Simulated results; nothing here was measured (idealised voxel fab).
This is a process module. Its name is voxel wiring stack.
Square cells of 5 nm make up the cross-section cut, whose width is 165 nm.
Reading order for cross-sections: top band down to bottom band. Underlying form: a grid of square cells. Band size: one or more rows of cells.
Heights first: top, then bottom, in nm. Then materials, left to right, each with a width in nm. "full width" on a single material: fills the band edge to edge. "empty": empty space.
Counting heights begins at 0, where everything beneath is, in the wafer as received, one material. The lowest band has no bottom; it goes on downwards, as "z 0 and below" shows.
The two numbers in a width such as "30->40" mark its ends across the band: the first belongs to the top row of cells, the second to the bottom row, and from each row to the next the width moves by the same amount.
Reading "left unchanged" for a step: not a cell of the cross-section changed in it.
If an empty space has no open way to the top and is at least 8 cells in size, "Encapsulated voids" lists it, written width x height at distance, where distance is measured from the left edge and every value is in nm.
Heads up: the bit after the settings on a step's line is the simulator's remark on that step.
What "overlay nm" on a step's line means: if the step has a mask, that mask lay this far to the right of its planned place, or, when the value is negative, to the left.

Process steps (planned):
- 1: RECEIVE (material Si)
- 2: CONFORMAL_DEP (material SiO2; thk nm 15)
- 3: CONFORMAL_DEP (material SiCN; thk nm 5)
- 4: DIRECTIONAL_DEP (material lowk; thk nm 25)
- 5: DIRECTIONAL_DEP (material aC; thk nm 10)
- 6: PATTERN (tone open; mask id METAL_1; material resist; width nm 25; pitch nm 40; thk nm 25; overlay nm 0)
- 7: DIRECTIONAL_ETCH (etch materials aC; depth nm 10)
- 8: STRIP (etch materials resist)
- 9: DIRECTIONAL_ETCH (etch materials lowk; depth nm 25)
- 10: DIRECTIONAL_ETCH (etch materials SiCN; depth nm 5)
- 11: STRIP (etch materials aC)
- 12: CONFORMAL_DEP (material TiN; thk nm 5)
- 13: FILL_DEP (material Cu; thk nm 10)
- 14: CMP (height nm 45)
- 15: CONFORMAL_DEP (material SiCN; thk nm 5)
- 16: DIRECTIONAL_DEP (material SiO2; thk nm 20)
- 17: PATTERN (tone open; mask id PLUG_1; material resist; width nm 15; pitch nm 40; thk nm 15; overlay nm 0)
- 18: DIRECTIONAL_ETCH (etch materials SiO2; depth nm 20)
- 19: DIRECTIONAL_ETCH (etch materials SiCN; depth nm 5)
- 20: STRIP (etch materials resist)
- 21: EPI (material Ru; thk nm 10)
- 22: EPI (material Ru; thk nm 10)
- 23: EPI (material Ru; thk nm 5)
- 24: CONFORMAL_DEP (material SiCN; thk nm 5)
- 25: DIRECTIONAL_DEP (material SiO2; thk nm 20)
- 26: DIRECTIONAL_DEP (material aC; thk nm 10)
- 27: PATTERN (tone open; mask id METAL_2; material resist; width nm 25; pitch nm 40; thk nm 25; overlay nm 0)
- 28: DIRECTIONAL_ETCH (etch materials aC; depth nm 10)
- 29: STRIP (etch materials resist)
- 30: DIRECTIONAL_ETCH (etch materials SiO2; depth nm 20)
- 31: DIRECTIONAL_ETCH (etch materials SiCN; depth nm 5)
- 32: STRIP (etch materials aC)
- 33: CONFORMAL_DEP (material TiN; thk nm 5)
- 34: FILL_DEP (material W; thk nm 10)
- 35: CMP (height nm 95)
- 36: CONFORMAL_DEP (material SiN; thk nm 5)

first wafer, as planned:

Wafer at receipt (post step 1), cross-section:
- z 0 and below | Si full width
- Encapsulated voids: none

You're looking at a cross-section of the wafer after step 2:
- z 15 to 0 | SiO2 full width
- Lower than 0, everything is as it was.

You're looking at a cross-section of the wafer after step 3:
- z 20 to 15 | SiCN full width
- Lower than 15, everything is as it was.

You're looking at a cross-section of the wafer after step 4:
- z 45 to 20 | lowk full width
- Lower than 20, everything is as it was.

You're looking at a cross-section of the wafer after step 5:
- z 55 to 45 | aC full width
- Lower than 45, everything is as it was.

You're looking at a cross-section of the wafer after step 6:
- z 80 to 55 | resist: 30 / empty: 25 / resist: 15 / empty: 25 / resist: 15 / empty: 25 / resist: 30
- Lower than 55, everything is as it was.

You're looking at a cross-section of the wafer after step 7:
- z 70 to 55 | resist: 30 / empty: 25 / resist: 15 / empty: 25 / resist: 15 / empty: 25 / resist: 30
- z 55 to 45 | aC: 30 / empty: 25 / aC: 15 / empty: 25 / aC: 15 / empty: 25 / aC: 30
- Lower than 45, everything is as it was.

You're looking at a cross-section of the wafer after step 8:
- z 55 to 45 | aC: 30 / empty: 25 / aC: 15 / empty: 25 / aC: 15 / empty: 25 / aC: 30
- Lower than 45, everything is as it was.

You're looking at a cross-section of the wafer after step 9:
- z 55 to 45 | aC: 30 / empty: 25 / aC: 15 / empty: 25 / aC: 15 / empty: 25 / aC: 30
- z 45 to 20 | lowk: 30 / empty: 25 / lowk: 15 / empty: 25 / lowk: 15 / empty: 25 / lowk: 30
- Lower than 20, everything is as it was.

You're looking at a cross-section of the wafer after step 10:
- z 55 to 45 | aC: 30 / empty: 25 / aC: 15 / empty: 25 / aC: 15 / empty: 25 / aC: 30
- z 45 to 20 | lowk: 30 / empty: 25 / lowk: 15 / empty: 25 / lowk: 15 / empty: 25 / lowk: 30
- z 20 to 15 | SiCN: 30 / empty: 25 / SiCN: 15 / empty: 25 / SiCN: 15 / empty: 25 / SiCN: 30
- Lower than 15, everything is as it was.

You're looking at a cross-section of the wafer after step 11:
- z 45 to 20 | lowk: 30 / empty: 25 / lowk: 15 / empty: 25 / lowk: 15 / empty: 25 / lowk: 30
- Lower than 20, everything is as it was.

You're looking at a cross-section of the wafer after step 12:
- z 50 to 45 | TiN: 35 / empty: 15 / TiN: 25 / empty: 15 / TiN: 25 / empty: 15 / TiN: 35
- z 45 to 20 | lowk: 30 / TiN: 5 / empty: 15 / TiN: 5 / lowk: 15 / TiN: 5 / empty: 15 / TiN: 5 / lowk: 15 / TiN: 5 / empty: 15 / TiN: 5 / lowk: 30
- z 20 to 15 | SiCN: 30 / TiN: 25 / SiCN: 15 / TiN: 25 / SiCN: 15 / TiN: 25 / SiCN: 30
- Lower than 15, everything is as it was.

You're looking at a cross-section of the wafer after step 13:
- z 60 to 50 | Cu full width
- z 50 to 45 | TiN: 35 / Cu: 15 / TiN: 25 / Cu: 15 / TiN: 25 / Cu: 15 / TiN: 35
- z 45 to 20 | lowk: 30 / TiN: 5 / Cu: 15 / TiN: 5 / lowk: 15 / TiN: 5 / Cu: 15 / TiN: 5 / lowk: 15 / TiN: 5 / Cu: 15 / TiN: 5 / lowk: 30
- Lower than 20, everything is as it was.

You're looking at a cross-section of the wafer after step 14:
- z 45 to 20 | lowk: 30 / TiN: 5 / Cu: 15 / TiN: 5 / lowk: 15 / TiN: 5 / Cu: 15 / TiN: 5 / lowk: 15 / TiN: 5 / Cu: 15 / TiN: 5 / lowk: 30
- Lower than 20, everything is as it was.

You're looking at a cross-section of the wafer after step 15:
- z 50 to 45 | SiCN full width
- Lower than 45, everything is as it was.

You're looking at a cross-section of the wafer after step 16:
- z 70 to 50 | SiO2 full width
- Lower than 50, everything is as it was.

You're looking at a cross-section of the wafer after step 17:
- z 85 to 70 | resist: 30 / empty: 15 / resist: 25 / empty: 15 / resist: 25 / empty: 15 / resist: 40
- Lower than 70, everything is as it was.

You're looking at a cross-section of the wafer after step 18:
- z 85 to 70 | resist: 30 / empty: 15 / resist: 25 / empty: 15 / resist: 25 / empty: 15 / resist: 40
- z 70 to 50 | SiO2: 30 / empty: 15 / SiO2: 25 / empty: 15 / SiO2: 25 / empty: 15 / SiO2: 40
- Lower than 50, everything is as it was.

You're looking at a cross-section of the wafer after step 19:
- z 85 to 70 | resist: 30 / empty: 15 / resist: 25 / empty: 15 / resist: 25 / empty: 15 / resist: 40
- z 70 to 50 | SiO2: 30 / empty: 15 / SiO2: 25 / empty: 15 / SiO2: 25 / empty: 15 / SiO2: 40
- z 50 to 45 | SiCN: 30 / empty: 15 / SiCN: 25 / empty: 15 / SiCN: 25 / empty: 15 / SiCN: 40
- Lower than 45, everything is as it was.

You're looking at a cross-section of the wafer after step 20:
- z 70 to 50 | SiO2: 30 / empty: 15 / SiO2: 25 / empty: 15 / SiO2: 25 / empty: 15 / SiO2: 40
- Lower than 50, everything is as it was.

You're looking at a cross-section of the wafer after step 21:
- z 70 to 55 | SiO2: 30 / empty: 15 / SiO2: 25 / empty: 15 / SiO2: 25 / empty: 15 / SiO2: 40
- z 55 to 50 | SiO2: 30 / Ru: 15 / SiO2: 25 / Ru: 15 / SiO2: 25 / Ru: 15 / SiO2: 40
- z 50 to 45 | SiCN: 30 / Ru: 15 / SiCN: 25 / Ru: 15 / SiCN: 25 / Ru: 15 / SiCN: 40
- Lower than 45, everything is as it was.

You're looking at a cross-section of the wafer after step 22:
- z 70 to 65 | SiO2: 30 / empty: 15 / SiO2: 25 / empty: 15 / SiO2: 25 / empty: 15 / SiO2: 40
- z 65 to 50 | SiO2: 30 / Ru: 15 / SiO2: 25 / Ru: 15 / SiO2: 25 / Ru: 15 / SiO2: 40
- Lower than 50, everything is as it was.

You're looking at a cross-section of the wafer after step 23:
- z 70 to 50 | SiO2: 30 / Ru: 15 / SiO2: 25 / Ru: 15 / SiO2: 25 / Ru: 15 / SiO2: 40
- Lower than 50, everything is as it was.

You're looking at a cross-section of the wafer after step 24:
- z 75 to 70 | SiCN full width
- Lower than 70, everything is as it was.

You're looking at a cross-section of the wafer after step 25:
- z 95 to 75 | SiO2 full width
- Lower than 75, everything is as it was.

You're looking at a cross-section of the wafer after step 26:
- z 105 to 95 | aC full width
- Lower than 95, everything is as it was.

You're looking at a cross-section of the wafer after step 27:
- z 130 to 105 | resist: 30 / empty: 25 / resist: 15 / empty: 25 / resist: 15 / empty: 25 / resist: 30
- Lower than 105, everything is as it was.

You're looking at a cross-section of the wafer after step 28:
- z 120 to 105 | resist: 30 / empty: 25 / resist: 15 / empty: 25 / resist: 15 / empty: 25 / resist: 30
- z 105 to 95 | aC: 30 / empty: 25 / aC: 15 / empty: 25 / aC: 15 / empty: 25 / aC: 30
- Lower than 95, everything is as it was.

You're looking at a cross-section of the wafer after step 29:
- z 105 to 95 | aC: 30 / empty: 25 / aC: 15 / empty: 25 / aC: 15 / empty: 25 / aC: 30
- Lower than 95, everything is as it was.

You're looking at a cross-section of the wafer after step 30:
- z 105 to 95 | aC: 30 / empty: 25 / aC: 15 / empty: 25 / aC: 15 / empty: 25 / aC: 30
- z 95 to 75 | SiO2: 30 / empty: 25 / SiO2: 15 / empty: 25 / SiO2: 15 / empty: 25 / SiO2: 30
- Lower than 75, everything is as it was.

You're looking at a cross-section of the wafer after step 31:
- z 105 to 95 | aC: 30 / empty: 25 / aC: 15 / empty: 25 / aC: 15 / empty: 25 / aC: 30
- z 95 to 75 | SiO2: 30 / empty: 25 / SiO2: 15 / empty: 25 / SiO2: 15 / empty: 25 / SiO2: 30
- z 75 to 70 | SiCN: 30 / empty: 25 / SiCN: 15 / empty: 25 / SiCN: 15 / empty: 25 / SiCN: 30
- Lower than 70, everything is as it was.

You're looking at a cross-section of the wafer after step 32:
- z 95 to 75 | SiO2: 30 / empty: 25 / SiO2: 15 / empty: 25 / SiO2: 15 / empty: 25 / SiO2: 30
- Lower than 75, everything is as it was.

You're looking at a cross-section of the wafer after step 33:
- z 100 to 95 | TiN: 35 / empty: 15 / TiN: 25 / empty: 15 / TiN: 25 / empty: 15 / TiN: 35
- z 95 to 75 | SiO2: 30 / TiN: 5 / empty: 15 / TiN: 5 / SiO2: 15 / TiN: 5 / empty: 15 / TiN: 5 / SiO2: 15 / TiN: 5 / empty: 15 / TiN: 5 / SiO2: 30
- z 75 to 70 | SiCN: 30 / TiN: 25 / SiCN: 15 / TiN: 25 / SiCN: 15 / TiN: 25 / SiCN: 30
- Lower than 70, everything is as it was.

You're looking at a cross-section of the wafer after step 34:
- z 110 to 100 | W full width
- z 100 to 95 | TiN: 35 / W: 15 / TiN: 25 / W: 15 / TiN: 25 / W: 15 / TiN: 35
- z 95 to 75 | SiO2: 30 / TiN: 5 / W: 15 / TiN: 5 / SiO2: 15 / TiN: 5 / W: 15 / TiN: 5 / SiO2: 15 / TiN: 5 / W: 15 / TiN: 5 / SiO2: 30
- Lower than 75, everything is as it was.

You're looking at a cross-section of the wafer after step 35:
- z 95 to 75 | SiO2: 30 / TiN: 5 / W: 15 / TiN: 5 / SiO2: 15 / TiN: 5 / W: 15 / TiN: 5 / SiO2: 15 / TiN: 5 / W: 15 / TiN: 5 / SiO2: 30
- Lower than 75, everything is as it was.

You're looking at a cross-section of the wafer after step 36:
- z 100 to 95 | SiN full width
- Lower than 95, everything is as it was.

The second wafer: identical to the first at the outset and in its planned sequence, differing only in that one mistake was made during processing; up to and including step 1, its path is the first wafer's path:

Planned end of step 2: second wafer, cross-section:
- z 5 to 0 | SiCN full width
- Lower than 0, everything is as it was.

Planned end of step 3: second wafer, cross-section:
- z 20 to 5 | SiO2 full width
- Lower than 5, everything is as it was.

Planned end of step 4: second wafer, cross-section:
- z 45 to 20 | lowk full width
- Lower than 20, everything is as it was.

Planned end of step 5: second wafer, cross-section:
- z 55 to 45 | aC full width
- Lower than 45, everything is as it was.

Planned end of step 6: second wafer, cross-section:
- z 80 to 55 | resist: 30 / empty: 25 / resist: 15 / empty: 25 / resist: 15 / empty: 25 / resist: 30
- Lower than 55, everything is as it was.

Planned end of step 7: second wafer, cross-section:
- z 70 to 55 | resist: 30 / empty: 25 / resist: 15 / empty: 25 / resist: 15 / empty: 25 / resist: 30
- z 55 to 45 | aC: 30 / empty: 25 / aC: 15 / empty: 25 / aC: 15 / empty: 25 / aC: 30
- Lower than 45, everything is as it was.

Planned end of step 8: second wafer, cross-section:
- z 55 to 45 | aC: 30 / empty: 25 / aC: 15 / empty: 25 / aC: 15 / empty: 25 / aC: 30
- Lower than 45, everything is as it was.

Planned end of step 9: second wafer, cross-section:
- z 55 to 45 | aC: 30 / empty: 25 / aC: 15 / empty: 25 / aC: 15 / empty: 25 / aC: 30
- z 45 to 20 | lowk: 30 / empty: 25 / lowk: 15 / empty: 25 / lowk: 15 / empty: 25 / lowk: 30
- Lower than 20, everything is as it was.

Planned end of step 10: second wafer, cross-section: left unchanged

Planned end of step 11: second wafer, cross-section:
- z 45 to 20 | lowk: 30 / empty: 25 / lowk: 15 / empty: 25 / lowk: 15 / empty: 25 / lowk: 30
- Lower than 20, everything is as it was.

Planned end of step 12: second wafer, cross-section:
- z 50 to 45 | TiN: 35 / empty: 15 / TiN: 25 / empty: 15 / TiN: 25 / empty: 15 / TiN: 35
- z 45 to 25 | lowk: 30 / TiN: 5 / empty: 15 / TiN: 5 / lowk: 15 / TiN: 5 / empty: 15 / TiN: 5 / lowk: 15 / TiN: 5 / empty: 15 / TiN: 5 / lowk: 30
- z 25 to 20 | lowk: 30 / TiN: 25 / lowk: 15 / TiN: 25 / lowk: 15 / TiN: 25 / lowk: 30
- Lower than 20, everything is as it was.

Planned end of step 13: second wafer, cross-section:
- z 60 to 50 | Cu full width
- z 50 to 45 | TiN: 35 / Cu: 15 / TiN: 25 / Cu: 15 / TiN: 25 / Cu: 15 / TiN: 35
- z 45 to 25 | lowk: 30 / TiN: 5 / Cu: 15 / TiN: 5 / lowk: 15 / TiN: 5 / Cu: 15 / TiN: 5 / lowk: 15 / TiN: 5 / Cu: 15 / TiN: 5 / lowk: 30
- Lower than 25, everything is as it was.

Planned end of step 14: second wafer, cross-section:
- z 45 to 25 | lowk: 30 / TiN: 5 / Cu: 15 / TiN: 5 / lowk: 15 / TiN: 5 / Cu: 15 / TiN: 5 / lowk: 15 / TiN: 5 / Cu: 15 / TiN: 5 / lowk: 30
- Lower than 25, everything is as it was.

Planned end of step 15: second wafer, cross-section:
- z 50 to 45 | SiCN full width
- Lower than 45, everything is as it was.

Planned end of step 16: second wafer, cross-section:
- z 70 to 50 | SiO2 full width
- Lower than 50, everything is as it was.

Planned end of step 17: second wafer, cross-section:
- z 85 to 70 | resist: 30 / empty: 15 / resist: 25 / empty: 15 / resist: 25 / empty: 15 / resist: 40
- Lower than 70, everything is as it was.

Planned end of step 18: second wafer, cross-section:
- z 85 to 70 | resist: 30 / empty: 15 / resist: 25 / empty: 15 / resist: 25 / empty: 15 / resist: 40
- z 70 to 50 | SiO2: 30 / empty: 15 / SiO2: 25 / empty: 15 / SiO2: 25 / empty: 15 / SiO2: 40
- Lower than 50, everything is as it was.

Planned end of step 19: second wafer, cross-section:
- z 85 to 70 | resist: 30 / empty: 15 / resist: 25 / empty: 15 / resist: 25 / empty: 15 / resist: 40
- z 70 to 50 | SiO2: 30 / empty: 15 / SiO2: 25 / empty: 15 / SiO2: 25 / empty: 15 / SiO2: 40
- z 50 to 45 | SiCN: 30 / empty: 15 / SiCN: 25 / empty: 15 / SiCN: 25 / empty: 15 / SiCN: 40
- Lower than 45, everything is as it was.

Planned end of step 20: second wafer, cross-section:
- z 70 to 50 | SiO2: 30 / empty: 15 / SiO2: 25 / empty: 15 / SiO2: 25 / empty: 15 / SiO2: 40
- Lower than 50, everything is as it was.

Planned end of step 21: second wafer, cross-section:
- z 70 to 55 | SiO2: 30 / empty: 15 / SiO2: 25 / empty: 15 / SiO2: 25 / empty: 15 / SiO2: 40
- z 55 to 50 | SiO2: 30 / Ru: 15 / SiO2: 25 / Ru: 15 / SiO2: 25 / Ru: 15 / SiO2: 40
- z 50 to 45 | SiCN: 30 / Ru: 15 / SiCN: 25 / Ru: 15 / SiCN: 25 / Ru: 15 / SiCN: 40
- Lower than 45, everything is as it was.

Planned end of step 22: second wafer, cross-section:
- z 70 to 65 | SiO2: 30 / empty: 15 / SiO2: 25 / empty: 15 / SiO2: 25 / empty: 15 / SiO2: 40
- z 65 to 50 | SiO2: 30 / Ru: 15 / SiO2: 25 / Ru: 15 / SiO2: 25 / Ru: 15 / SiO2: 40
- Lower than 50, everything is as it was.

Planned end of step 23: second wafer, cross-section:
- z 70 to 50 | SiO2: 30 / Ru: 15 / SiO2: 25 / Ru: 15 / SiO2: 25 / Ru: 15 / SiO2: 40
- Lower than 50, everything is as it was.

Planned end of step 24: second wafer, cross-section:
- z 75 to 70 | SiCN full width
- Lower than 70, everything is as it was.

Planned end of step 25: second wafer, cross-section:
- z 95 to 75 | SiO2 full width
- Lower than 75, everything is as it was.

Planned end of step 26: second wafer, cross-section:
- z 105 to 95 | aC full width
- Lower than 95, everything is as it was.

Planned end of step 27: second wafer, cross-section:
- z 130 to 105 | resist: 30 / empty: 25 / resist: 15 / empty: 25 / resist: 15 / empty: 25 / resist: 30
- Lower than 105, everything is as it was.

Planned end of step 28: second wafer, cross-section:
- z 120 to 105 | resist: 30 / empty: 25 / resist: 15 / empty: 25 / resist: 15 / empty: 25 / resist: 30
- z 105 to 95 | aC: 30 / empty: 25 / aC: 15 / empty: 25 / aC: 15 / empty: 25 / aC: 30
- Lower than 95, everything is as it was.

Planned end of step 29: second wafer, cross-section:
- z 105 to 95 | aC: 30 / empty: 25 / aC: 15 / empty: 25 / aC: 15 / empty: 25 / aC: 30
- Lower than 95, everything is as it was.

Planned end of step 30: second wafer, cross-section:
- z 105 to 95 | aC: 30 / empty: 25 / aC: 15 / empty: 25 / aC: 15 / empty: 25 / aC: 30
- z 95 to 75 | SiO2: 30 / empty: 25 / SiO2: 15 / empty: 25 / SiO2: 15 / empty: 25 / SiO2: 30
- Lower than 75, everything is as it was.

Planned end of step 31: second wafer, cross-section:
- z 105 to 95 | aC: 30 / empty: 25 / aC: 15 / empty: 25 / aC: 15 / empty: 25 / aC: 30
- z 95 to 75 | SiO2: 30 / empty: 25 / SiO2: 15 / empty: 25 / SiO2: 15 / empty: 25 / SiO2: 30
- z 75 to 70 | SiCN: 30 / empty: 25 / SiCN: 15 / empty: 25 / SiCN: 15 / empty: 25 / SiCN: 30
- Lower than 70, everything is as it was.

Planned end of step 32: second wafer, cross-section:
- z 95 to 75 | SiO2: 30 / empty: 25 / SiO2: 15 / empty: 25 / SiO2: 15 / empty: 25 / SiO2: 30
- Lower than 75, everything is as it was.

Planned end of step 33: second wafer, cross-section:
- z 100 to 95 | TiN: 35 / empty: 15 / TiN: 25 / empty: 15 / TiN: 25 / empty: 15 / TiN: 35
- z 95 to 75 | SiO2: 30 / TiN: 5 / empty: 15 / TiN: 5 / SiO2: 15 / TiN: 5 / empty: 15 / TiN: 5 / SiO2: 15 / TiN: 5 / empty: 15 / TiN: 5 / SiO2: 30
- z 75 to 70 | SiCN: 30 / TiN: 25 / SiCN: 15 / TiN: 25 / SiCN: 15 / TiN: 25 / SiCN: 30
- Lower than 70, everything is as it was.

Planned end of step 34: second wafer, cross-section:
- z 110 to 100 | W full width
- z 100 to 95 | TiN: 35 / W: 15 / TiN: 25 / W: 15 / TiN: 25 / W: 15 / TiN: 35
- z 95 to 75 | SiO2: 30 / TiN: 5 / W: 15 / TiN: 5 / SiO2: 15 / TiN: 5 / W: 15 / TiN: 5 / SiO2: 15 / TiN: 5 / W: 15 / TiN: 5 / SiO2: 30
- Lower than 75, everything is as it was.

Planned end of step 35: second wafer, cross-section:
- z 95 to 75 | SiO2: 30 / TiN: 5 / W: 15 / TiN: 5 / SiO2: 15 / TiN: 5 / W: 15 / TiN: 5 / SiO2: 15 / TiN: 5 / W: 15 / TiN: 5 / SiO2: 30
- Lower than 75, everything is as it was.

Planned end of step 36: second wafer, cross-section:
- z 100 to 95 | SiN full width
- Lower than 95, everything is as it was.
It is concluded that the wafer was processed incorrectly with respect to the plan, in that step 3 occupied the plan position of step 2, and the converse holds as well
Count the cells at the end and the second wafer has more or fewer of some materials than the first: -9 Cu | +15 SiCN | -6 TiN
